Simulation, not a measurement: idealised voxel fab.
A process module follows: voxel air gaps.
We display cut, a cross-section 290 nm in width whose square cells are each 5 nm.
Each cross-section below is a grid of square cells, stated as bands in top-down order, with one or more rows of cells making up each band. This entry defines a band. It first specifies the height of the band's top and the height of its bottom in nm, and then specifies the band's materials from left to right, stating each material with its width in nm. The word "full width" identifies a single material that fills the band from edge to edge, while the word "blank" identifies empty space. Basically, 0 is our baseline, since under it the wafer straight out of the box is all one material. The bottom band has no lower end and keeps on going down, so it looks like "from 0 down". The width entry "30..40" should be interpreted row by row: the top row of cells in the band takes the first number, the bottom row takes the second number, and the change between adjacent rows is uniform throughout. "remained the same" -> step changed no cross-section cell. What "Closed-off voids" gives you is every empty space of 8 cells or more that is cut off from the top. Each appears as width x height at distance, with the distance taken from the left edge and width, height and distance all in nm. The remark found on a step's line after its settings is issued by the simulator itself and pertains to that step. The setting "overlay nm" may be written on the line of a step. When the step uses a mask, the value reports how far to the right of the planned place the mask lay, and a negative value reports that it lay to the left.
STEPS IN THE PROCESS PLAN
step 1: RECEIVE | material Si
step 2: CONFORMAL_DEP | material SiO2 | thk nm 15
step 3: CONFORMAL_DEP | material SiCN | thk nm 5
step 4: DIRECTIONAL_DEP | material SiO2 | thk nm 40
step 5: DIRECTIONAL_DEP | material aC | thk nm 15
step 6: PATTERN | tone open | mask id LINES | material resist | width nm 15 | pitch nm 45 | thk nm 30 | overlay nm 0
step 7: DIRECTIONAL_ETCH | etch materials aC | depth nm 15
step 8: STRIP | etch materials resist
step 9: DIRECTIONAL_ETCH | etch materials SiO2 | depth nm 40
step 10: STRIP | etch materials aC
step 11: CONFORMAL_DEP | material TiN | thk nm 5
step 12: FILL_DEP | material W | thk nm 5
step 13: CMP | height nm 60
step 14: EPI | material Ru | thk nm 10
step 15: SELECTIVE_ETCH | etch materials SiO2 | depth nm 50
step 16: CONFORMAL_DEP | material SiCN | thk nm 5
The plan's step 6 width nm is the first wafer's value; the wafers differ in this setting and start identical.
AS-RECEIVED STATE AFTER STEP 1, FIRST OF SEVERAL WAFERS, CROSS-SECTION
from 0 down | Si full width
Closed-off voids: none
CROSS-SECTION OF THE FIRST OF SEVERAL WAFERS, TAKEN AFTER STEP 16, WHERE THE MODULE ENDS
from 75 to 70 | 55 blank / 180 SiCN / 55 blank
from 70 to 60 | 55 blank / 5 SiCN / 35 Ru / 10 SiCN / 35 Ru / 10 SiCN / 35 Ru / 10 SiCN / 35 Ru / 5 SiCN / 55 blank
from 60 to 55 | 55 blank / 15 SiCN / 5 TiN / 5 W / 5 TiN / 30 SiCN / 5 TiN / 5 W / 5 TiN / 30 SiCN / 5 TiN / 5 W / 5 TiN / 30 SiCN / 5 TiN / 5 W / 5 TiN / 15 SiCN / 55 blank
from 55 to 25 | 65 blank / 5 SiCN / 5 TiN / 5 W / 5 TiN / 5 SiCN / 20 blank / 5 SiCN / 5 TiN / 5 W / 5 TiN / 5 SiCN / 20 blank / 5 SiCN / 5 TiN / 5 W / 5 TiN / 5 SiCN / 20 blank / 5 SiCN / 5 TiN / 5 W / 5 TiN / 5 SiCN / 65 blank
from 25 to 20 | 70 SiCN / 15 TiN / 30 SiCN / 15 TiN / 30 SiCN / 15 TiN / 30 SiCN / 15 TiN / 70 SiCN
from 20 to 15 | SiCN full width
from 15 to 0 | SiO2 full width
from 0 down | Si full width
Closed-off voids: 20 x 30 at 90; 20 x 30 at 135; 20 x 30 at 180
LAST WAFER X-SEC, END OF MODULE
from 75 to 70 | 45 blank / 195 SiCN / 50 blank
from 70 to 60 | 45 blank / 5 SiCN / 185 Ru / 5 SiCN / 50 blank
from 60 to 55 | 45 blank / 15 SiCN / 5 TiN / 20 W / 5 TiN / 15 SiO2 / 5 TiN / 20 W / 5 TiN / 15 SiO2 / 5 TiN / 20 W / 5 TiN / 15 SiO2 / 5 TiN / 20 W / 5 TiN / 15 SiCN / 50 blank
from 55 to 25 | 55 blank / 5 SiCN / 5 TiN / 20 W / 5 TiN / 15 SiO2 / 5 TiN / 20 W / 5 TiN / 15 SiO2 / 5 TiN / 20 W / 5 TiN / 15 SiO2 / 5 TiN / 20 W / 5 TiN / 5 SiCN / 60 blank
from 25 to 20 | 60 SiCN / 30 TiN / 15 SiO2 / 30 TiN / 15 SiO2 / 30 TiN / 15 SiO2 / 30 TiN / 65 SiCN
from 20 to 15 | SiCN full width
from 15 to 0 | SiO2 full width
from 0 down | Si full width
Closed-off voids: none
GAINED (+) OR LOST (-) CELLS OF EACH MATERIAL SINCE RECEIPT, THEN CLOSED VOIDS: ONE ROW PER WAFER, AT THE END OF THE MODULE
width nm 15; +56 Ru; +228 SiCN; +174 SiO2; +68 TiN; +28 W; Closed-off voids: 20 x 30 at 90; 20 x 30 at 135; 20 x 30 at 180
width nm 20; +64 Ru; +216 SiCN; +174 SiO2; +72 TiN; +56 W; Closed-off voids: 15 x 30 at 90; 15 x 30 at 135; 15 x 30 at 180
width nm 25; +72 Ru; +144 SiCN; +270 SiO2; +76 TiN; +84 W; Closed-off voids: none
width nm 30; +74 Ru; +144 SiCN; +246 SiO2; +80 TiN; +112 W; Closed-off voids: none
